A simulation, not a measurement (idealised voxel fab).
The name of this process module is voxel released beams.
Cross-sectional view cut (width: 220 nm; square cell size: 5 nm).
If you're reading a cross-section in this doc, picture square cells in a grid; it comes to you as bands, top ones listed first down to the bottom, and a band can be one or more rows of cells. Top, bottom (nm), then materials left to right with widths (nm); lone material tagged "all across" fills the whole band edge to edge; "empty" = empty space. Ref level 0: as-received wafer is one material below here. Bottom band extends down with no lower bound ("0 and below"). A two-number width, for instance "30 to 40", indicates that the width is equal to the first number in the top row of the band and to the second number in the bottom row, and that it changes by a constant amount per row of cells. Reading "no alteration" for a step: not a cell of the cross-section changed in it. Enclosed void list: empty space of 8 cells or more with no open way to the top, each as width x height at its distance from the left edge, in nm. Post-settings text on a step line: simulator's own remark regarding the step. If you see "overlay nm" on a step's line and that step has a mask, it's telling you how far right of where it was planned the mask ended up; a negative number means it went left instead.
SO HERE'S THE LINEUP OF PROCESS STEPS WE PLANNED
1: RECEIVE, material Si
2: CONFORMAL_DEP, material SiN, thk nm 5
3: DIRECTIONAL_DEP, material SiO2, thk nm 10
4: MASKED_ETCH, tone open, mask id ANCHOR, width nm 25, etch materials SiO2, depth nm 10, overlay nm 0
5: CONFORMAL_DEP, material polySi, thk nm 10
6: MASKED_ETCH, tone cover, mask id BEAM, width nm 95, etch materials polySi, depth nm 10, overlay nm 0
7: STRIP, etch materials SiO2
THIS IS THE CROSS-SECTION OF THE WAFER AS WE RECEIVED IT, I.E. AFTER STEP 1
	0 and below  Si all across
	Enclosed void list: none
BELOW IS THE WAFER IN CROSS-SECTION AFTER THE MODULE WAS COMPLETED. IT BEGAN FROM THE STARTING POINT SHOWN ABOVE AND FOLLOWED THE PLAN SHOWN ABOVE, EXCEPT THAT ONE MISTAKE WAS MADE WHILE RUNNING IT
	25 down to 15  empty 60 nm | polySi 40 nm | empty 120 nm
	15 down to 5  empty 55 nm | polySi 10 nm | SiO2 25 nm | polySi 65 nm | empty 65 nm
	5 down to 0  SiN all across
	0 and below  Si all across
	Enclosed void list: none
Plan not followed: step 4 went in with a setting other than planned; the actual run was MASKED_ETCH, tone cover, mask id ANCHOR, width nm 25, etch materials SiO2, depth nm 10, overlay nm 0
